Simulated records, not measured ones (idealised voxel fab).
process module | voxel self aligned vias
cross-section cut | 230 nm wide | cells 5 nm
A cross-section is a grid of square cells, given in bands from the top down. A band is one or more rows of cells.
Each band's line starts with the height of the band's top and of its bottom, in nm. Then come its materials from left to right, each with its width in nm. One material with "throughout" fills the band from edge to edge. "air" is empty space.
Height 0 is the level under which the wafer as received is all one material. The lowest band goes on downwards, as in "0 down".
A width such as "30 to 40" changes by the same amount from each row of cells to the next, from the band's top row to its bottom row.
"no change" after a step means that no cell of the cross-section changed.
closed voids: empty space of 8 cells or more with no open way to the top, each as width x height at its distance from the left edge, in nm
after a step's settings: what the simulator itself notes on the step
overlay nm, on a step with a mask: how far to the right of its planned place the mask lay; to the left if negative
plan
1 op RECEIVE | material Si
2 op CONFORMAL_DEP | material SiO2 | thk nm 10
3 op CONFORMAL_DEP | material SiCN | thk nm 5
4 op DIRECTIONAL_DEP | material SiO2 | thk nm 25
5 op PATTERN | tone open | mask id LINES | material resist | width nm 20 | pitch nm 55 | thk nm 20 | overlay nm 0
6 op DIRECTIONAL_ETCH | etch materials SiO2 | depth nm 25
7 op STRIP | etch materials resist
8 op CONFORMAL_DEP | material TiN | thk nm 5
9 op FILL_DEP | material W | thk nm 5
10 op CMP | height nm 40
11 op SELECTIVE_ETCH | etch materials W Ru TiN | depth nm 10
12 op FILL_DEP | material SiN | thk nm 10
13 op CMP | height nm 40
14 op DIRECTIONAL_DEP | material SiO2 | thk nm 20
15 op DIRECTIONAL_DEP | material aC | thk nm 15
16 op PATTERN | tone open | mask id VIAS | material resist | width nm 40 | pitch nm 55 | thk nm 30 | overlay nm 0
17 op DIRECTIONAL_ETCH | etch materials aC | depth nm 15
18 op STRIP | etch materials resist
19 op DIRECTIONAL_ETCH | etch materials SiO2 | depth nm 20
20 op DIRECTIONAL_ETCH | etch materials SiN | depth nm 10
21 op STRIP | etch materials aC
22 op CONFORMAL_DEP | material TiN | thk nm 5
23 op FILL_DEP | material Ru | thk nm 5
24 op CMP | height nm 60
25 op CONFORMAL_DEP | material SiCN | thk nm 5
first wafer, as planned
as received, after step 1
  0 down: Si throughout
  closed voids: none
after step 2
  10 to 0: SiO2 throughout
  below 0: unchanged
after step 3
  15 to 10: SiCN throughout
  below 10: unchanged
after step 4
  40 to 15: SiO2 throughout
  below 15: unchanged
after step 5
  60 to 40: resist 75 | air 20 | resist 35 | air 20 | resist 80
  below 40: unchanged
after step 6
  60 to 40: resist 75 | air 20 | resist 35 | air 20 | resist 80
  40 to 15: SiO2 75 | air 20 | SiO2 35 | air 20 | SiO2 80
  below 15: unchanged
after step 7
  40 to 15: SiO2 75 | air 20 | SiO2 35 | air 20 | SiO2 80
  below 15: unchanged
after step 8
  45 to 40: TiN 80 | air 10 | TiN 45 | air 10 | TiN 85
  40 to 20: SiO2 75 | TiN 5 | air 10 | TiN 5 | SiO2 35 | TiN 5 | air 10 | TiN 5 | SiO2 80
  20 to 15: SiO2 75 | TiN 20 | SiO2 35 | TiN 20 | SiO2 80
  below 15: unchanged
after step 9
  50 to 45: W throughout
  45 to 40: TiN 80 | W 10 | TiN 45 | W 10 | TiN 85
  40 to 20: SiO2 75 | TiN 5 | W 10 | TiN 5 | SiO2 35 | TiN 5 | W 10 | TiN 5 | SiO2 80
  below 20: unchanged
after step 10
  40 to 20: SiO2 75 | TiN 5 | W 10 | TiN 5 | SiO2 35 | TiN 5 | W 10 | TiN 5 | SiO2 80
  below 20: unchanged
after step 11
  40 to 30: SiO2 75 | air 20 | SiO2 35 | air 20 | SiO2 80
  below 30: unchanged
after step 12
  50 to 40: SiN throughout
  40 to 30: SiO2 75 | SiN 20 | SiO2 35 | SiN 20 | SiO2 80
  below 30: unchanged
after step 13
  40 to 30: SiO2 75 | SiN 20 | SiO2 35 | SiN 20 | SiO2 80
  below 30: unchanged
after step 14
  60 to 40: SiO2 throughout
  below 40: unchanged
after step 15
  75 to 60: aC throughout
  below 60: unchanged
after step 16
  105 to 75: resist 65 | air 40 | resist 15 | air 40 | resist 70
  below 75: unchanged
after step 17
  90 to 75: resist 65 | air 40 | resist 15 | air 40 | resist 70
  75 to 60: aC 65 | air 40 | aC 15 | air 40 | aC 70
  below 60: unchanged
after step 18
  75 to 60: aC 65 | air 40 | aC 15 | air 40 | aC 70
  below 60: unchanged
after step 19
  75 to 60: aC 65 | air 40 | aC 15 | air 40 | aC 70
  60 to 40: SiO2 65 | air 40 | SiO2 15 | air 40 | SiO2 70
  below 40: unchanged
after step 20
  75 to 60: aC 65 | air 40 | aC 15 | air 40 | aC 70
  60 to 40: SiO2 65 | air 40 | SiO2 15 | air 40 | SiO2 70
  40 to 30: SiO2 75 | air 20 | SiO2 35 | air 20 | SiO2 80
  below 30: unchanged
after step 21
  60 to 40: SiO2 65 | air 40 | SiO2 15 | air 40 | SiO2 70
  below 40: unchanged
after step 22
  65 to 60: TiN 70 | air 30 | TiN 25 | air 30 | TiN 75
  60 to 45: SiO2 65 | TiN 5 | air 30 | TiN 5 | SiO2 15 | TiN 5 | air 30 | TiN 5 | SiO2 70
  45 to 35: SiO2 65 to 75 | TiN 15 to 5 | air 10 | TiN 15 to 5 | SiO2 15 to 35 | TiN 15 to 5 | air 10 | TiN 15 to 5 | SiO2 70 to 80
  35 to 30: SiO2 75 | TiN 20 | SiO2 35 | TiN 20 | SiO2 80
  below 30: unchanged
after step 23
  70 to 65: Ru throughout
  65 to 60: TiN 70 | Ru 30 | TiN 25 | Ru 30 | TiN 75
  60 to 45: SiO2 65 | TiN 5 | Ru 30 | TiN 5 | SiO2 15 | TiN 5 | Ru 30 | TiN 5 | SiO2 70
  45 to 35: SiO2 65 to 75 | TiN 15 to 5 | Ru 10 | TiN 15 to 5 | SiO2 15 to 35 | TiN 15 to 5 | Ru 10 | TiN 15 to 5 | SiO2 70 to 80
  below 35: unchanged
after step 24
  60 to 45: SiO2 65 | TiN 5 | Ru 30 | TiN 5 | SiO2 15 | TiN 5 | Ru 30 | TiN 5 | SiO2 70
  below 45: unchanged
after step 25
  65 to 60: SiCN throughout
  below 60: unchanged
second wafer: like start, like plan, one mistake. Through step 23 it matches the first wafer
when step 24 should have ended
  65 to 60: TiN 70 | Ru 30 | TiN 25 | Ru 30 | TiN 75
  below 60: unchanged
when step 25 should have ended
  70 to 65: SiCN throughout
  below 65: unchanged
what went wrong: step 24 ran as: op CMP | height nm 65
at the end the second wafer has, in cells: 12 more of Ru | 34 more of TiN
